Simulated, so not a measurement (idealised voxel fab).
Proc. module: voxel self aligned vias
We display cut, a cross-section 235 nm in width whose square cells are each 5 nm.
A cross-section in this document is a grid of square cells, and it is written down as bands, the top band listed before the ones below it; a band is made up of one or more rows of cells.
For a band, the entry starts with two heights in nm, that of the top and then that of the bottom, and carries on with the band's materials in order from left to right, each alongside its width in nm; the word "everywhere" beside a single material means it fills the band edge to edge, and "blank" means empty space.
Counting heights begins at 0, where everything beneath is, in the wafer as received, one material. The lowest band has no bottom; it goes on downwards, as "from 0 down" shows.
The width entry "30..40" should be interpreted row by row: the top row of cells in the band takes the first number, the bottom row takes the second number, and the change between adjacent rows is uniform throughout.
Step note "remains unaltered" = no cross-section cell changed.
Reported under the label "Enclosed voids" are the empty spaces having no open way to the top and comprising 8 cells or more; the notation for each is width x height at distance, in which the distance is measured from the left edge and all three values are in nm.
The remark found on a step's line after its settings is issued by the simulator itself and pertains to that step.
A step line may carry the setting "overlay nm", which, for steps involving a mask, states the distance by which the mask lay to the right of its intended position; negative values denote displacement to the left.

[Planned process steps]
| 1 | RECEIVE with material Si |
| 2 | CONFORMAL_DEP with material SiO2, thk nm 10 |
| 3 | CONFORMAL_DEP with material SiCN, thk nm 5 |
| 4 | DIRECTIONAL_DEP with material lowk, thk nm 20 |
| 5 | PATTERN with tone open, mask id LINES, material resist, width nm 20, pitch nm 60, thk nm 20, overlay nm 0 |
| 6 | DIRECTIONAL_ETCH with etch materials lowk, depth nm 20 |
| 7 | STRIP with etch materials resist |
| 8 | CONFORMAL_DEP with material TiN, thk nm 5 |
| 9 | FILL_DEP with material W, thk nm 5 |
| 10 | CMP with height nm 35 |
| 11 | SELECTIVE_ETCH with etch materials W Ru TiN, depth nm 10 |
| 12 | FILL_DEP with material SiN, thk nm 10 |
| 13 | CMP with height nm 35 |
| 14 | DIRECTIONAL_DEP with material lowk, thk nm 15 |
| 15 | PATTERN with tone open, mask id VIAS, material resist, width nm 40, pitch nm 60, thk nm 20, overlay nm -15 |
| 16 | DIRECTIONAL_ETCH with etch materials lowk, depth nm 15 |
| 17 | DIRECTIONAL_ETCH with etch materials SiN, depth nm 10 |
| 18 | STRIP with etch materials resist |
| 19 | CONFORMAL_DEP with material TiN, thk nm 5 |
| 20 | FILL_DEP with material W, thk nm 5 |
| 21 | CMP with height nm 50 |
| 22 | CONFORMAL_DEP with material SiCN, thk nm 5 |
The value of overlay nm given for step 15 in the plan refers to the first wafer; the wafers vary in this setting and are alike at the start.

[Step 1 complete: as-received cross-section of the first of several wafers]
  from 0 down  Si everywhere
  Enclosed voids: none

[First wafer of several, cross-section, module end, after step 22 (last)]
  from 55 to 50  SiCN everywhere
  from 50 to 40  20 of lowk / 5 of TiN / 30 of W / 5 of TiN / 20 of lowk / 5 of TiN / 30 of W / 5 of TiN / 20 of lowk / 5 of TiN / 30 of W / 5 of TiN / 55 of lowk
  from 40 to 35  20 of lowk / 30 of TiN / 5 of W / 5 of TiN / 20 of lowk / 30 of TiN / 5 of W / 5 of TiN / 20 of lowk / 30 of TiN / 5 of W / 5 of TiN / 55 of lowk
  from 35 to 30  45 of lowk / 5 of TiN / 5 of W / 5 of TiN / 5 of SiN / 40 of lowk / 5 of TiN / 5 of W / 5 of TiN / 5 of SiN / 40 of lowk / 5 of TiN / 5 of W / 5 of TiN / 5 of SiN / 50 of lowk
  from 30 to 25  45 of lowk / 15 of TiN / 5 of SiN / 40 of lowk / 15 of TiN / 5 of SiN / 40 of lowk / 15 of TiN / 5 of SiN / 50 of lowk
  from 25 to 20  45 of lowk / 5 of TiN / 10 of W / 5 of TiN / 40 of lowk / 5 of TiN / 10 of W / 5 of TiN / 40 of lowk / 5 of TiN / 10 of W / 5 of TiN / 50 of lowk
  from 20 to 15  45 of lowk / 20 of TiN / 40 of lowk / 20 of TiN / 40 of lowk / 20 of TiN / 50 of lowk
  from 15 to 10  SiCN everywhere
  from 10 to 0  SiO2 everywhere
  from 0 down  Si everywhere
  Enclosed voids: none

[Cross-sectional view of the final wafer of several at the module's end]
  from 55 to 50  SiCN everywhere
  from 50 to 40  50 of lowk / 5 of TiN / 30 of W / 5 of TiN / 20 of lowk / 5 of TiN / 30 of W / 5 of TiN / 20 of lowk / 5 of TiN / 30 of W / 5 of TiN / 25 of lowk
  from 40 to 35  50 of lowk / 5 of TiN / 5 of W / 30 of TiN / 20 of lowk / 5 of TiN / 5 of W / 30 of TiN / 20 of lowk / 5 of TiN / 5 of W / 30 of TiN / 25 of lowk
  from 35 to 30  45 of lowk / 5 of SiN / 5 of TiN / 5 of W / 5 of TiN / 40 of lowk / 5 of SiN / 5 of TiN / 5 of W / 5 of TiN / 40 of lowk / 5 of SiN / 5 of TiN / 5 of W / 5 of TiN / 50 of lowk
  from 30 to 25  45 of lowk / 5 of SiN / 15 of TiN / 40 of lowk / 5 of SiN / 15 of TiN / 40 of lowk / 5 of SiN / 15 of TiN / 50 of lowk
  from 25 to 20  45 of lowk / 5 of TiN / 10 of W / 5 of TiN / 40 of lowk / 5 of TiN / 10 of W / 5 of TiN / 40 of lowk / 5 of TiN / 10 of W / 5 of TiN / 50 of lowk
  from 20 to 15  45 of lowk / 20 of TiN / 40 of lowk / 20 of TiN / 40 of lowk / 20 of TiN / 50 of lowk
  from 15 to 10  SiCN everywhere
  from 10 to 0  SiO2 everywhere
  from 0 down  Si everywhere
  Enclosed voids: none

[The rows of the table below are wafers. Looking at the end of the module, a row counts, for every material, the cells the wafer has gained, shown as (+), or lost, shown as (-), since it was received; its closed voids come next]
overlay nm -15; +94 SiCN; +6 SiN; +94 SiO2; +66 TiN; +48 W; +209 lowk; Enclosed voids: none
overlay nm -10; +94 SiCN; +94 SiO2; +66 TiN; +54 W; +209 lowk; Enclosed voids: none
overlay nm -5; +94 SiCN; +94 SiO2; +66 TiN; +54 W; +209 lowk; Enclosed voids: none
overlay nm 0; +94 SiCN; +94 SiO2; +66 TiN; +54 W; +209 lowk; Enclosed voids: none
overlay nm 5; +94 SiCN; +94 SiO2; +66 TiN; +54 W; +209 lowk; Enclosed voids: none
overlay nm 10; +94 SiCN; +94 SiO2; +66 TiN; +54 W; +209 lowk; Enclosed voids: none
overlay nm 15; +94 SiCN; +6 SiN; +94 SiO2; +66 TiN; +48 W; +209 lowk; Enclosed voids: none
